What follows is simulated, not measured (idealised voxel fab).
Process module heading - voxel lift off
Square cells of 5 nm make up the cross-section cut, whose width is 210 nm.
Each cross-section below is a grid of square cells, stated as bands in top-down order, with one or more rows of cells making up each band. The band entry comprises the height of the band's top followed by the height of its bottom, expressed in nm, and subsequently the band's materials from left to right, each stated together with its width in nm. Where a single material is marked with the word "throughout", that material fills the band from edge to edge. The word "blank" represents empty space. The level at which height equals 0 is the one under which the wafer, as it arrives, is entirely one material. No lower edge exists for the bottom band, which continues downward and is notated as in "0 and below". So if you see something like "30..40" for the width, read it as the top row of the band sitting at the first number and the bottom row at the second, with every row in between moving by the same amount as the last. Basically "same as before" means that step didn't change any cell in the cross-section. Reported under the label "Fully enclosed voids" are the empty spaces having no open way to the top and comprising 8 cells or more; the notation for each is width x height at distance, in which the distance is measured from the left edge and all three values are in nm. after a step's settings: what the simulator itself notes on the step. If you see "overlay nm" on a step's line and that step has a mask, it's telling you how far right of where it was planned the mask ended up; a negative number means it went left instead.

Steps in the process plan
| 1 | RECEIVE (material Si) |
| 2 | CONFORMAL_DEP (material SiO2; thk nm 10) |
| 3 | PATTERN (tone open; mask id LINES; material resist; width nm 20; pitch nm 35; thk nm 20; overlay nm 0) |
| 4 | DIRECTIONAL_DEP (material Ru; thk nm 10) |
| 5 | STRIP (etch materials resist) |
| 6 | CONFORMAL_DEP (material SiN; thk nm 5) |

As-received state of the wafer in cross-section, equivalent to post-step 1
  0 and below: Si throughout
  Fully enclosed voids: none

End-of-module XS, first of two wafers, run as planned
  25 down to 20: 70 blank | 30 SiN | 5 blank | 30 SiN | 75 blank
  20 down to 15: 70 blank | 5 SiN | 20 Ru | 5 SiN | 5 blank | 5 SiN | 20 Ru | 5 SiN | 75 blank
  15 down to 10: 75 SiN | 20 Ru | 15 SiN | 20 Ru | 80 SiN
  10 down to 0: SiO2 throughout
  0 and below: Si throughout
  Fully enclosed voids: none

Cross-sectional image of the second wafer of the two following completion of the module. Starting state and process plan were the same as for the first wafer; one execution error occurred
  30 down to 25: 70 blank | 30 SiN | 5 blank | 30 SiN | 75 blank
  25 down to 20: 70 blank | 5 SiN | 20 Ru | 5 SiN | 5 blank | 5 SiN | 20 Ru | 5 SiN | 75 blank
  20 down to 15: 75 SiN | 20 Ru | 15 SiN | 20 Ru | 80 SiN
  15 down to 0: SiO2 throughout
  0 and below: Si throughout
  Fully enclosed voids: none
What was the processing mistake? step 2 ran with different settings than intended, the actual operation and settings being CONFORMAL_DEP (material SiO2; thk nm 15)
Wrapping up, a cell-based count of both wafers puts the second over or under the first for these materials: +42 SiO2
